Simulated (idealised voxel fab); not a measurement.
voxel tone inversion: a process module
Square cell edge 5 nm, section width 165 nm, ID cut.
In this document a cross-section is written as a grid of square cells. It is given as a series of bands, listed from the top down, and a band is one or more rows of cells. First you get the band's top height and its bottom height, in nm, and then the materials it's made of, left to right, with each width in nm. If you see a single material with "edge to edge", that one covers the band edge to edge. "blank" is empty space. Where do heights start? At 0: under that level the wafer as delivered is made of one material only. And the lowest band has no floor; it just carries on downward, as in "0 nm and below". The notation "30..40" denotes a width that varies across the rows of cells in the band, beginning at the first number in the top row, finishing at the second number in the bottom row, and changing by an identical amount from each row to the next. Reading "nothing different" for a step: not a cell of the cross-section changed in it. "Voids lacking openings" contains a list of empty spaces, each no smaller than 8 cells and without an open way to the top, written in the form width x height at distance with the distance from the left edge and all three in nm. Text after the settings on a step's line: the simulator's own remark on that step. If you see "overlay nm" on a step's line and that step has a mask, it's telling you how far right of where it was planned the mask ended up; a negative number means it went left instead. If you're wondering how to read the rest of this, here's the deal. It's pairs of cross-sections: one from before a process step, one from after it. The after one is only drawn as far down as the lowest band that changed. Right under each pair you'll see which step sits between them and what its settings were. Don't read the pairs as one continuous story, though. They can come from different runs of this module on the same starting wafer, and a pair only carries on from the one above it where its entry headed "Pre-step snapshot" says so.
Pre-step snapshot
- 0 nm and below | Si edge to edge
- Voids lacking openings: none
Post-Process View
- 5 nm to 0 nm | SiN edge to edge
- Everything under 0 stays put, no change at all.
- Voids lacking openings: none
The structure goes from the before cross-section above to the after cross-section through CONFORMAL_DEP,material SiN,thk nm 5
Pre-step snapshot: identical to the post-step cross-section of the immediately preceding pair.
Post-Process View
- 25 nm to 5 nm | aC edge to edge
- Everything under 5 stays put, no change at all.
- Voids lacking openings: none
The structure goes from the before cross-section above to the after cross-section through DIRECTIONAL_DEP,material aC,thk nm 20
Pre-step snapshot: identical to the post-step cross-section of the immediately preceding pair.
Post-Process View
- 55 nm to 25 nm | 30 blank | 15 resist | 15 blank | 15 resist | 15 blank | 15 resist | 15 blank | 15 resist | 30 blank
- Everything under 25 stays put, no change at all.
- Voids lacking openings: none
The structure goes from the before cross-section above to the after cross-section through PATTERN,tone cover,mask id POSTS,material resist,width nm 15,pitch nm 30,thk nm 30,overlay nm 0
Pre-step snapshot: identical to the post-step cross-section of the immediately preceding pair.
Post-Process View
- 35 nm to 25 nm | 30 blank | 15 resist | 15 blank | 15 resist | 15 blank | 15 resist | 15 blank | 15 resist | 30 blank
- 25 nm to 5 nm | 30 blank | 15 aC | 15 blank | 15 aC | 15 blank | 15 aC | 15 blank | 15 aC | 30 blank
- Everything under 5 stays put, no change at all.
- Voids lacking openings: none
The structure goes from the before cross-section above to the after cross-section through DIRECTIONAL_ETCH,etch materials aC,depth nm 20
Pre-step snapshot: identical to the post-step cross-section of the immediately preceding pair.
Post-Process View
- 25 nm to 5 nm | 30 blank | 15 aC | 15 blank | 15 aC | 15 blank | 15 aC | 15 blank | 15 aC | 30 blank
- Everything under 5 stays put, no change at all.
- Voids lacking openings: none
The structure goes from the before cross-section above to the after cross-section through STRIP,etch materials resist
Pre-step snapshot: identical to the post-step cross-section of the immediately preceding pair.
Post-Process View
- 30 nm to 25 nm | lowk edge to edge
- 25 nm to 5 nm | 30 lowk | 15 aC | 15 lowk | 15 aC | 15 lowk | 15 aC | 15 lowk | 15 aC | 30 lowk
- Everything under 5 stays put, no change at all.
- Voids lacking openings: none
The structure goes from the before cross-section above to the after cross-section through FILL_DEP,material lowk,thk nm 5
Pre-step snapshot: identical to the post-step cross-section of the immediately preceding pair.
Post-Process View
- 25 nm to 5 nm | 30 lowk | 15 aC | 15 lowk | 15 aC | 15 lowk | 15 aC | 15 lowk | 15 aC | 30 lowk
- Everything under 5 stays put, no change at all.
- Voids lacking openings: none
The structure goes from the before cross-section above to the after cross-section through CMP,height nm 25
Pre-step snapshot: identical to the post-step cross-section of the immediately preceding pair.
Post-Process View
- 25 nm to 5 nm | 30 lowk | 15 blank | 15 lowk | 15 blank | 15 lowk | 15 blank | 15 lowk | 15 blank | 30 lowk
- Everything under 5 stays put, no change at all.
- Voids lacking openings: none
The structure goes from the before cross-section above to the after cross-section through STRIP,etch materials aC
Pre-step snapshot
- 0 nm and below | Si edge to edge
- Voids lacking openings: none
Post-Process View
- 20 nm to 0 nm | aC edge to edge
- Everything under 0 stays put, no change at all.
- Voids lacking openings: none
The structure goes from the before cross-section above to the after cross-section through DIRECTIONAL_DEP,material aC,thk nm 20
Pre-step snapshot: identical to the post-step cross-section of the immediately preceding pair.
Post-Process View
- 50 nm to 20 nm | 30 blank | 15 resist | 15 blank | 15 resist | 15 blank | 15 resist | 15 blank | 15 resist | 30 blank
- Everything under 20 stays put, no change at all.
- Voids lacking openings: none
The structure goes from the before cross-section above to the after cross-section through PATTERN,tone cover,mask id POSTS,material resist,width nm 15,pitch nm 30,thk nm 30,overlay nm 0
Pre-step snapshot: identical to the post-step cross-section of the immediately preceding pair.
Post-Process View
- 30 nm to 20 nm | 30 blank | 15 resist | 15 blank | 15 resist | 15 blank | 15 resist | 15 blank | 15 resist | 30 blank
- 20 nm to 0 nm | 30 blank | 15 aC | 15 blank | 15 aC | 15 blank | 15 aC | 15 blank | 15 aC | 30 blank
- Everything under 0 stays put, no change at all.
- Voids lacking openings: none
The structure goes from the before cross-section above to the after cross-section through DIRECTIONAL_ETCH,etch materials aC,depth nm 20
Pre-step snapshot: identical to the post-step cross-section of the immediately preceding pair.
Post-Process View
- 20 nm to 0 nm | 30 blank | 15 aC | 15 blank | 15 aC | 15 blank | 15 aC | 15 blank | 15 aC | 30 blank
- Everything under 0 stays put, no change at all.
- Voids lacking openings: none
The structure goes from the before cross-section above to the after cross-section through STRIP,etch materials resist
Pre-step snapshot: identical to the post-step cross-section of the immediately preceding pair.
Post-Process View
- 25 nm to 20 nm | lowk edge to edge
- 20 nm to 0 nm | 30 lowk | 15 aC | 15 lowk | 15 aC | 15 lowk | 15 aC | 15 lowk | 15 aC | 30 lowk
- Everything under 0 stays put, no change at all.
- Voids lacking openings: none
The structure goes from the before cross-section above to the after cross-section through FILL_DEP,material lowk,thk nm 5
Pre-step snapshot
- 20 nm to 0 nm | aC edge to edge
- 0 nm and below | Si edge to edge
- Voids lacking openings: none
Post-Process View
- 25 nm to 20 nm | SiN edge to edge
- Everything under 20 stays put, no change at all.
- Voids lacking openings: none
The structure goes from the before cross-section above to the after cross-section through CONFORMAL_DEP,material SiN,thk nm 5
Pre-step snapshot: identical to the post-step cross-section of the immediately preceding pair.
Post-Process View
- 55 nm to 25 nm | 30 blank | 15 resist | 15 blank | 15 resist | 15 blank | 15 resist | 15 blank | 15 resist | 30 blank
- Everything under 25 stays put, no change at all.
- Voids lacking openings: none
The structure goes from the before cross-section above to the after cross-section through PATTERN,tone cover,mask id POSTS,material resist,width nm 15,pitch nm 30,thk nm 30,overlay nm 0
Pre-step snapshot: identical to the post-step cross-section of the immediately preceding pair.
Post-Process View
- 35 nm to 25 nm | 30 blank | 15 resist | 15 blank | 15 resist | 15 blank | 15 resist | 15 blank | 15 resist | 30 blank
- Everything under 25 stays put, no change at all.
- Voids lacking openings: none
The structure goes from the before cross-section above to the after cross-section through DIRECTIONAL_ETCH,etch materials aC,depth nm 20
Pre-step snapshot: identical to the post-step cross-section of the immediately preceding pair.
Post-Process View
- 25 nm to 20 nm | SiN edge to edge
- Everything under 20 stays put, no change at all.
- Voids lacking openings: none
The structure goes from the before cross-section above to the after cross-section through STRIP,etch materials resist
Pre-step snapshot: identical to the post-step cross-section of the immediately preceding pair.
Post-Process View
- 30 nm to 25 nm | lowk edge to edge
- Everything under 25 stays put, no change at all.
- Voids lacking openings: none
The structure goes from the before cross-section above to the after cross-section through FILL_DEP,material lowk,thk nm 5
Pre-step snapshot: identical to the post-step cross-section of the immediately preceding pair.
Post-Process View
- 25 nm to 20 nm | SiN edge to edge
- Everything under 20 stays put, no change at all.
- Voids lacking openings: none
The structure goes from the before cross-section above to the after cross-section through CMP,height nm 25
Pre-step snapshot
- 30 nm to 25 nm | lowk edge to edge
- 25 nm to 5 nm | 30 lowk | 15 aC | 15 lowk | 15 aC | 15 lowk | 15 aC | 15 lowk | 15 aC | 30 lowk
- 5 nm to 0 nm | SiN edge to edge
- 0 nm and below | Si edge to edge
- Voids lacking openings: none
Post-Process View
- 15 nm to 5 nm | 30 lowk | 15 aC | 15 lowk | 15 aC | 15 lowk | 15 aC | 15 lowk | 15 aC | 30 lowk
- Everything under 5 stays put, no change at all.
- Voids lacking openings: none
The structure goes from the before cross-section above to the after cross-section through CMP,height nm 15
Pre-step snapshot: identical to the post-step cross-section of the immediately preceding pair.
Post-Process View
- 15 nm to 5 nm | 30 lowk | 15 blank | 15 lowk | 15 blank | 15 lowk | 15 blank | 15 lowk | 15 blank | 30 lowk
- Everything under 5 stays put, no change at all.
- Voids lacking openings: none
The structure goes from the before cross-section above to the after cross-section through STRIP,etch materials aC
Pre-step snapshot
- 25 nm to 5 nm | aC edge to edge
- 5 nm to 0 nm | SiN edge to edge
- 0 nm and below | Si edge to edge
- Voids lacking openings: none
Post-Process View
- 55 nm to 25 nm | 40 blank | 15 resist | 15 blank | 15 resist | 15 blank | 15 resist | 15 blank | 15 resist | 20 blank
- Everything under 25 stays put, no change at all.
- Voids lacking openings: none
The structure goes from the before cross-section above to the after cross-section through PATTERN,tone cover,mask id POSTS,material resist,width nm 15,pitch nm 30,thk nm 30,overlay nm 10
Pre-step snapshot: identical to the post-step cross-section of the immediately preceding pair.
Post-Process View
- 35 nm to 25 nm | 40 blank | 15 resist | 15 blank | 15 resist | 15 blank | 15 resist | 15 blank | 15 resist | 20 blank
- 25 nm to 5 nm | 40 blank | 15 aC | 15 blank | 15 aC | 15 blank | 15 aC | 15 blank | 15 aC | 20 blank
- Everything under 5 stays put, no change at all.
- Voids lacking openings: none
The structure goes from the before cross-section above to the after cross-section through DIRECTIONAL_ETCH,etch materials aC,depth nm 20
Pre-step snapshot: identical to the post-step cross-section of the immediately preceding pair.
Post-Process View
- 25 nm to 5 nm | 40 blank | 15 aC | 15 blank | 15 aC | 15 blank | 15 aC | 15 blank | 15 aC | 20 blank
- Everything under 5 stays put, no change at all.
- Voids lacking openings: none
The structure goes from the before cross-section above to the after cross-section through STRIP,etch materials resist
Pre-step snapshot: identical to the post-step cross-section of the immediately preceding pair.
Post-Process View
- 30 nm to 25 nm | lowk edge to edge
- 25 nm to 5 nm | 40 lowk | 15 aC | 15 lowk | 15 aC | 15 lowk | 15 aC | 15 lowk | 15 aC | 20 lowk
- Everything under 5 stays put, no change at all.
- Voids lacking openings: none
The structure goes from the before cross-section above to the after cross-section through FILL_DEP,material lowk,thk nm 5
Pre-step snapshot: identical to the post-step cross-section of the immediately preceding pair.
Post-Process View
- 25 nm to 5 nm | 40 lowk | 15 aC | 15 lowk | 15 aC | 15 lowk | 15 aC | 15 lowk | 15 aC | 20 lowk
- Everything under 5 stays put, no change at all.
- Voids lacking openings: none
The structure goes from the before cross-section above to the after cross-section through CMP,height nm 25
Pre-step snapshot: identical to the post-step cross-section of the immediately preceding pair.
Post-Process View
- 25 nm to 5 nm | 40 lowk | 15 blank | 15 lowk | 15 blank | 15 lowk | 15 blank | 15 lowk | 15 blank | 20 lowk
- Everything under 5 stays put, no change at all.
- Voids lacking openings: none
The structure goes from the before cross-section above to the after cross-section through STRIP,etch materials aC
Pre-step snapshot
- 25 nm to 5 nm | 30 lowk | 15 aC | 15 lowk | 15 aC | 15 lowk | 15 aC | 15 lowk | 15 aC | 30 lowk
- 5 nm to 0 nm | SiN edge to edge
- 0 nm and below | Si edge to edge
- Voids lacking openings: none
Post-Process View
- 25 nm to 5 nm | 30 blank | 15 aC | 15 blank | 15 aC | 15 blank | 15 aC | 15 blank | 15 aC | 30 blank
- Everything under 5 stays put, no change at all.
- Voids lacking openings: none
The structure goes from the before cross-section above to the after cross-section through STRIP,etch materials lowk
Pre-step snapshot
- 25 nm to 5 nm | aC edge to edge
- 5 nm to 0 nm | SiN edge to edge
- 0 nm and below | Si edge to edge
- Voids lacking openings: none
Post-Process View
- 55 nm to 25 nm | 30 resist | 15 blank | 15 resist | 15 blank | 15 resist | 15 blank | 15 resist | 15 blank | 30 resist
- Everything under 25 stays put, no change at all.
- Voids lacking openings: none
The structure goes from the before cross-section above to the after cross-section through PATTERN,tone open,mask id POSTS,material resist,width nm 15,pitch nm 30,thk nm 30,overlay nm 0
Pre-step snapshot: identical to the post-step cross-section of the immediately preceding pair.
Post-Process View
- 35 nm to 25 nm | 30 resist | 15 blank | 15 resist | 15 blank | 15 resist | 15 blank | 15 resist | 15 blank | 30 resist
- 25 nm to 5 nm | 30 aC | 15 blank | 15 aC | 15 blank | 15 aC | 15 blank | 15 aC | 15 blank | 30 aC
- Everything under 5 stays put, no change at all.
- Voids lacking openings: none
The structure goes from the before cross-section above to the after cross-section through DIRECTIONAL_ETCH,etch materials aC,depth nm 20
Pre-step snapshot: identical to the post-step cross-section of the immediately preceding pair.
Post-Process View
- 25 nm to 5 nm | 30 aC | 15 blank | 15 aC | 15 blank | 15 aC | 15 blank | 15 aC | 15 blank | 30 aC
- Everything under 5 stays put, no change at all.
- Voids lacking openings: none
The structure goes from the before cross-section above to the after cross-section through STRIP,etch materials resist
Pre-step snapshot: identical to the post-step cross-section of the immediately preceding pair.
Post-Process View
- 30 nm to 25 nm | lowk edge to edge
- 25 nm to 5 nm | 30 aC | 15 lowk | 15 aC | 15 lowk | 15 aC | 15 lowk | 15 aC | 15 lowk | 30 aC
- Everything under 5 stays put, no change at all.
- Voids lacking openings: none
The structure goes from the before cross-section above to the after cross-section through FILL_DEP,material lowk,thk nm 5
Pre-step snapshot: identical to the post-step cross-section of the immediately preceding pair.
Post-Process View
- 25 nm to 5 nm | 30 aC | 15 lowk | 15 aC | 15 lowk | 15 aC | 15 lowk | 15 aC | 15 lowk | 30 aC
- Everything under 5 stays put, no change at all.
- Voids lacking openings: none
The structure goes from the before cross-section above to the after cross-section through CMP,height nm 25
Pre-step snapshot: identical to the post-step cross-section of the immediately preceding pair.
Post-Process View
- 25 nm to 5 nm | 30 blank | 15 lowk | 15 blank | 15 lowk | 15 blank | 15 lowk | 15 blank | 15 lowk | 30 blank
- Everything under 5 stays put, no change at all.
- Voids lacking openings: none
The structure goes from the before cross-section above to the after cross-section through STRIP,etch materials aC
